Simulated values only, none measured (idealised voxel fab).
Process module under the name voxel spacer lines
Square cell edge 5 nm, section width 220 nm, ID cut.
In what follows, cross-sections appear as grids of square cells, described through bands that run from the top down, where every band is one or more rows of cells. In this notation a band is specified by the heights of its top and bottom, in that order and in nm, after which its materials appear from left to right, each paired with its width in nm. The word "throughout" attached to a single material means that material fills the band from edge to edge; the word "empty" stands for empty space. Height datum 0, below which the as-received substrate wafer is one material. Lowest band open at the bottom, running downward: "0..down". Top row gets the first number, bottom row gets the second, and each row in between changes by the same step: that is how a band width like "30->40" works. Step note "identical to before" = no cross-section cell changed. "Non-vented voids" specifies each empty space that is not open to the top and that occupies no fewer than 8 cells, using the form width x height at distance, the distance measured from the left edge and all three quantities in nm. Post-settings text on a step line: simulator's own remark regarding the step. Steps that use a mask can have "overlay nm" on their line. It says how far the mask sat to the right of where it was meant to be. Negative means to the left.
Process steps (planned):
1,RECEIVE with material Si
2,CONFORMAL_DEP with material Al2O3, thk nm 5
3,DIRECTIONAL_DEP with material TiN, thk nm 15
4,DIRECTIONAL_DEP with material aC, thk nm 25
5,PATTERN with tone cover, mask id MANDREL, material resist, width nm 20, pitch nm 70, thk nm 35, overlay nm 0
6,DIRECTIONAL_ETCH with etch materials aC, depth nm 25
7,STRIP with etch materials resist
8,CONFORMAL_DEP with material SiO2, thk nm 15
9,DIRECTIONAL_ETCH with etch materials SiO2, depth nm 15
10,STRIP with etch materials aC
11,DIRECTIONAL_ETCH with etch materials TiN, depth nm 15
12,STRIP with etch materials SiO2
13,FILL_DEP with material lowk, thk nm 10
14,CMP with height nm 20
Wafer as received: cross-section following step 1:
	0..down  Si throughout
	Non-vented voids: none
Looking at the first of two wafers in cross-section at end of module - ran to plan:
	20..5  lowk 15 / TiN 15 / lowk 20 / TiN 15 / lowk 20 / TiN 15 / lowk 20 / TiN 15 / lowk 20 / TiN 15 / lowk 20 / TiN 15 / lowk 15
	5..0  Al2O3 throughout
	0..down  Si throughout
	Non-vented voids: none
Here's the second of our two wafers sectioned at module end. Same start as the first, same plan, but one mistake got made running it:
	20..5  aC throughout
	5..0  Al2O3 throughout
	0..down  Si throughout
	Non-vented voids: none
Deviation noted in wafer processing: contrary to the plan, steps 3 and 4 were processed in exchanged order
Heads up, by the end the second wafer has more or fewer cells of some materials compared to the first: TiN: 54 fewer, aC: 132 more, lowk: 78 fewer
